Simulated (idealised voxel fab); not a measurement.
Herein follows the process module entitled voxel self aligned vias.
The figure presents cross-section cut, which has a width of 205 nm and is divided into square cells with an edge length of 5 nm.
Reading order for cross-sections: top band down to bottom band. Underlying form: a grid of square cells. Band size: one or more rows of cells.
Read a band's entry like this: the first values are the height of its top and the height of its bottom in nm, and what follows is the sequence of materials from left to right, each with its width in nm. Note that "empty" is empty space, and that a single material marked "edge to edge" reaches across the band from edge to edge.
Beneath 0, the wafer as received is one material, and that level is where height counting begins. The lowest band goes on downward without a bottom; it is written like "z 0 and below".
The width entry "30->40" should be interpreted row by row: the top row of cells in the band takes the first number, the bottom row takes the second number, and the change between adjacent rows is uniform throughout.
"remained the same" means the step left every cell of the cross-section as it was.
Closed empty spaces (no open way to the top) of 8 cells or more are what "Completely sealed voids" lists, each as width x height at distance from the left edge, nm for all three.
Heads up: the bit after the settings on a step's line is the simulator's remark on that step.
If you see "overlay nm" on a step's line and that step has a mask, it's telling you how far right of where it was planned the mask ended up; a negative number means it went left instead.

Below is the list of planned process steps:
1: RECEIVE [material Si]
2: CONFORMAL_DEP [material SiO2] [thk nm 10]
3: CONFORMAL_DEP [material SiCN] [thk nm 5]
4: DIRECTIONAL_DEP [material lowk] [thk nm 30]
5: MASKED_ETCH [tone open] [mask id LINES] [width nm 20] [pitch nm 50] [etch materials lowk] [depth nm 30] [overlay nm 0]
6: CONFORMAL_DEP [material TiN] [thk nm 5]
7: FILL_DEP [material W] [thk nm 10]
8: CMP [height nm 45]
9: SELECTIVE_ETCH [etch materials W Ru TiN] [depth nm 5]
10: FILL_DEP [material SiN] [thk nm 10]
11: CMP [height nm 45]
12: DIRECTIONAL_DEP [material lowk] [thk nm 20]
13: MASKED_ETCH [tone open] [mask id VIAS] [width nm 20] [pitch nm 50] [etch materials lowk] [depth nm 20] [overlay nm 0]
14: MASKED_ETCH [tone open] [mask id VIAS] [width nm 30] [pitch nm 50] [etch materials SiN] [depth nm 5] [overlay nm 0]
15: CONFORMAL_DEP [material TiN] [thk nm 5]
16: FILL_DEP [material Cu] [thk nm 10]
17: CMP [height nm 65]
18: CONFORMAL_DEP [material SiN] [thk nm 5]
It is noted that the wafers described herein are identical at the outset and are distinguished by the width nm of step 13; the value stated in the plan corresponds to the first wafer.

First wafer of several, as received: cross-section after step 1:
> z 0 and below = Si edge to edge
> Completely sealed voids: none

What follows is a table in which each wafer occupies a row; for the wafer as it stands at the close of the module, the row states, material by material, how many cells have been gained (+) or lost (-) since receipt, and then gives its closed voids:
width nm 20 | +16 Cu | +41 SiCN | +41 SiN | +82 SiO2 | +48 TiN | +16 W | +330 lowk | Completely sealed voids: none
width nm 25 | +22 Cu | +41 SiCN | +41 SiN | +82 SiO2 | +50 TiN | +16 W | +322 lowk | Completely sealed voids: none
width nm 30 | +28 Cu | +41 SiCN | +41 SiN | +82 SiO2 | +52 TiN | +16 W | +314 lowk | Completely sealed voids: none
width nm 35 | +34 Cu | +41 SiCN | +41 SiN | +82 SiO2 | +54 TiN | +16 W | +306 lowk | Completely sealed voids: none
